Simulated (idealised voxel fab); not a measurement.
You're looking at the process module voxel transistor to metal.
Square cell edge 5 nm, section width 175 nm, ID cut.
Heads up, the way a cross-section reads in here is a grid of square cells, handed over as bands from the top down, with every band being one or more rows of cells.
This entry defines a band. It first specifies the height of the band's top and the height of its bottom in nm, and then specifies the band's materials from left to right, stating each material with its width in nm. The word "everywhere" identifies a single material that fills the band from edge to edge, while the word "blank" identifies empty space.
Heights are reckoned from 0. Under this level, the received wafer is all of one material. The bottommost band is open-ended downward, for example "top 0, no bottom".
The two numbers in a width such as "30 to 40" mark its ends across the band: the first belongs to the top row of cells, the second to the bottom row, and from each row to the next the width moves by the same amount.
Given "nothing altered" for a step, no cell of the cross-section differs between before and after that step.
Empty spaces without an open route to the top, at least 8 cells in extent, make up the entry "Cavities, sealed"; each is given as width x height at distance, where the distance is measured from the left edge, and all are in nm.
On a step's line, text after the settings is the simulator commenting on that step.
"overlay nm", when on a step's line for a step with a mask, measures how far to the right of its planned place the mask lay; a negative measure means to the left.

This section lists the process steps that were planned:
1 op RECEIVE | material Si
2 op CONFORMAL_DEP | material SiO2 | thk nm 5
3 op CONFORMAL_DEP | material SiN | thk nm 15
4 op PATTERN | tone cover | mask id ACTIVE | material resist | width nm 105 | thk nm 20 | overlay nm 0
5 op DIRECTIONAL_ETCH | etch materials SiN | depth nm 15
6 op DIRECTIONAL_ETCH | etch materials SiO2 | depth nm 5
7 op DIRECTIONAL_ETCH | etch materials Si | depth nm 25
8 op STRIP | etch materials resist
9 op FILL_DEP | material SiO2 | thk nm 15
10 op CMP | height nm 20
11 op SELECTIVE_ETCH | etch materials SiO2 | depth nm 5
12 op STRIP | etch materials SiN
13 op SELECTIVE_ETCH | etch materials SiO2 | depth nm 5
14 op OXIDIZE | depth nm 5
15 op DIRECTIONAL_DEP | material polySi | thk nm 20
16 op DIRECTIONAL_DEP | material SiCN | thk nm 10
17 op DIRECTIONAL_DEP | material aC | thk nm 15
18 op PATTERN | tone cover | mask id GATE | material resist | width nm 25 | thk nm 30 | overlay nm 0
19 op DIRECTIONAL_ETCH | etch materials aC | depth nm 15
20 op STRIP | etch materials resist
21 op DIRECTIONAL_ETCH | etch materials SiCN | depth nm 20
22 op DIRECTIONAL_ETCH | etch materials polySi | depth nm 30
23 op STRIP | etch materials aC
24 op CONFORMAL_DEP | material SiN | thk nm 5
25 op DIRECTIONAL_ETCH | etch materials SiN | depth nm 5
26 op DIRECTIONAL_ETCH | etch materials SiO2 | depth nm 5
27 op EPI | material SiGe | thk nm 5
28 op FILL_DEP | material SiO2 | thk nm 5
29 op CMP | height nm 20
30 op STRIP | etch materials polySi
31 op SELECTIVE_ETCH | etch materials SiO2 | depth nm 5
32 op CONFORMAL_DEP | material HfO2 | thk nm 5
33 op CONFORMAL_DEP | material TiN | thk nm 5
34 op FILL_DEP | material W | thk nm 5
35 op CMP | height nm 15
36 op DIRECTIONAL_DEP | material SiO2 | thk nm 10
37 op DIRECTIONAL_DEP | material aC | thk nm 15
38 op PATTERN | tone open | mask id CONTACT | material resist | width nm 20 | pitch nm 75 | thk nm 30 | overlay nm 0
39 op DIRECTIONAL_ETCH | etch materials aC | depth nm 15
40 op STRIP | etch materials resist
41 op DIRECTIONAL_ETCH | etch materials SiO2 | depth nm 25
42 op STRIP | etch materials aC
43 op CONFORMAL_DEP | material TiN | thk nm 5
44 op FILL_DEP | material W | thk nm 5
45 op CMP | height nm 25
46 op CONFORMAL_DEP | material SiCN | thk nm 5
47 op DIRECTIONAL_DEP | material lowk | thk nm 15
48 op PATTERN | tone open | mask id METAL_1 | material resist | width nm 20 | pitch nm 75 | thk nm 15 | overlay nm 0
49 op DIRECTIONAL_ETCH | etch materials lowk | depth nm 15
50 op DIRECTIONAL_ETCH | etch materials SiCN | depth nm 5
51 op STRIP | etch materials resist
52 op CONFORMAL_DEP | material TiN | thk nm 5
53 op FILL_DEP | material Ru | thk nm 10
54 op CMP | height nm 45
55 op CONFORMAL_DEP | material SiCN | thk nm 5
56 op DIRECTIONAL_DEP | material lowk | thk nm 25
57 op DIRECTIONAL_DEP | material aC | thk nm 10
58 op PATTERN | tone open | mask id METAL_2 | material resist | width nm 20 | pitch nm 75 | thk nm 25 | overlay nm 0
59 op DIRECTIONAL_ETCH | etch materials aC | depth nm 10
60 op STRIP | etch materials resist
61 op DIRECTIONAL_ETCH | etch materials lowk | depth nm 15
62 op STRIP | etch materials aC
63 op PATTERN | tone open | mask id METAL_2_HOLES | material resist | width nm 15 | pitch nm 75 | thk nm 20 | overlay nm 0
64 op DIRECTIONAL_ETCH | etch materials lowk | depth nm 10
65 op DIRECTIONAL_ETCH | etch materials SiCN | depth nm 5
66 op STRIP | etch materials resist
67 op CONFORMAL_DEP | material TiN | thk nm 5
68 op FILL_DEP | material Ru | thk nm 5
69 op CMP | height nm 75
70 op CONFORMAL_DEP | material SiCN | thk nm 5

As-received wafer cross-section (after step 1):
    top 0, no bottom: Si everywhere
    Cavities, sealed: none

First wafer at the end, as planned:
    top 80, bottom 75: SiCN everywhere
    top 75, bottom 65: lowk=40, then TiN=5, then Ru=10, then TiN=5, then lowk=55, then TiN=5, then Ru=10, then TiN=5, then lowk=40
    top 65, bottom 60: lowk=40, then TiN=5, then Ru=5, then TiN=10, then lowk=55, then TiN=5, then Ru=5, then TiN=10, then lowk=40
    top 60, bottom 50: lowk=40, then TiN=5, then Ru=5, then TiN=5, then lowk=60, then TiN=5, then Ru=5, then TiN=5, then lowk=45
    top 50, bottom 45: SiCN=40, then TiN=15, then SiCN=60, then TiN=15, then SiCN=45
    top 45, bottom 30: lowk=40, then TiN=5, then Ru=10, then TiN=5, then lowk=55, then TiN=5, then Ru=10, then TiN=5, then lowk=40
    top 30, bottom 25: SiCN=40, then TiN=20, then SiCN=55, then TiN=20, then SiCN=40
    top 25, bottom 15: SiO2=40, then TiN=5, then W=10, then TiN=5, then SiO2=55, then TiN=5, then W=10, then TiN=5, then SiO2=40
    top 15, bottom 10: SiO2=40, then TiN=5, then W=10, then TiN=5, then SiO2=10, then SiN=5, then HfO2=5, then TiN=5, then W=5, then TiN=5, then HfO2=5, then SiN=5, then SiO2=10, then TiN=5, then W=10, then TiN=5, then SiO2=40
    top 10, bottom 5: SiO2=30, then SiN=5, then SiO2=5, then TiN=5, then W=10, then TiN=5, then SiO2=10, then SiN=5, then HfO2=5, then TiN=5, then W=5, then TiN=5, then HfO2=5, then SiN=5, then SiO2=10, then TiN=5, then W=10, then TiN=5, then SiO2=5, then SiN=5, then SiO2=30
    top 5, bottom 0: SiO2=30, then SiN=5, then SiO2=5, then TiN=20, then SiO2=10, then SiN=5, then HfO2=5, then TiN=15, then HfO2=5, then SiN=5, then SiO2=10, then TiN=20, then SiO2=5, then SiN=5, then SiO2=30
    top 0, bottom -5: SiO2=35, then SiGe=35, then HfO2=35, then SiGe=35, then SiO2=35
    top -5, bottom -25: SiO2=35, then Si=105, then SiO2=35
    top -25, no bottom: Si everywhere
    Cavities, sealed: none

Presented here is a cross-section of the second of the two wafers as it stood at the end of the module. It was started in the same manner and assigned the same plan as the first wafer; however, one mistake was made in its execution:
    top 80, bottom 75: SiCN everywhere
    top 75, bottom 65: lowk=40, then TiN=5, then Ru=10, then TiN=5, then lowk=55, then TiN=5, then Ru=10, then TiN=5, then lowk=40
    top 65, bottom 60: lowk=40, then TiN=5, then Ru=5, then TiN=10, then lowk=55, then TiN=5, then Ru=5, then TiN=10, then lowk=40
    top 60, bottom 50: lowk=40, then TiN=5, then Ru=5, then TiN=5, then lowk=60, then TiN=5, then Ru=5, then TiN=5, then lowk=45
    top 50, bottom 45: SiCN=40, then TiN=15, then SiCN=60, then TiN=15, then SiCN=45
    top 45, bottom 30: lowk=40, then TiN=5, then Ru=10, then TiN=5, then lowk=55, then TiN=5, then Ru=10, then TiN=5, then lowk=40
    top 30, bottom 25: SiCN=40, then TiN=20, then SiCN=55, then TiN=20, then SiCN=40
    top 25, bottom 15: SiO2=40, then TiN=5, then W=10, then TiN=5, then SiO2=55, then TiN=5, then W=10, then TiN=5, then SiO2=40
    top 15, bottom 10: SiO2=40, then TiN=5, then W=10, then TiN=5, then SiO2=10, then SiN=5, then HfO2=5, then TiN=5, then W=5, then TiN=5, then HfO2=5, then SiN=5, then SiO2=10, then TiN=5, then W=10, then TiN=5, then SiO2=40
    top 10, bottom 5: SiO2=30, then SiN=5, then SiO2=5, then TiN=5, then W=10, then TiN=5, then SiO2=10, then SiN=5, then HfO2=5, then TiN=5, then W=5, then TiN=5, then HfO2=5, then SiN=5, then SiO2=10, then TiN=5, then W=10, then TiN=5, then SiO2=5, then SiN=5, then SiO2=30
    top 5, bottom 0: SiO2=30, then SiN=5, then SiO2=5, then TiN=20, then SiO2=10, then SiN=5, then HfO2=5, then TiN=15, then HfO2=5, then SiN=5, then SiO2=10, then TiN=20, then SiO2=5, then SiN=5, then SiO2=30
    top 0, bottom -5: SiO2=35, then SiGe=35, then HfO2=35, then SiGe=35, then SiO2=35
    top -5, bottom -50: SiO2=35, then Si=105, then SiO2=35
    top -50, no bottom: Si everywhere
    Cavities, sealed: none
What went wrong in running the wafer? step 7 of the plan was performed twice
The final cell counts differ between the wafers, with the second having more or fewer of some materials than the first: 70 fewer of Si; 70 more of SiO2
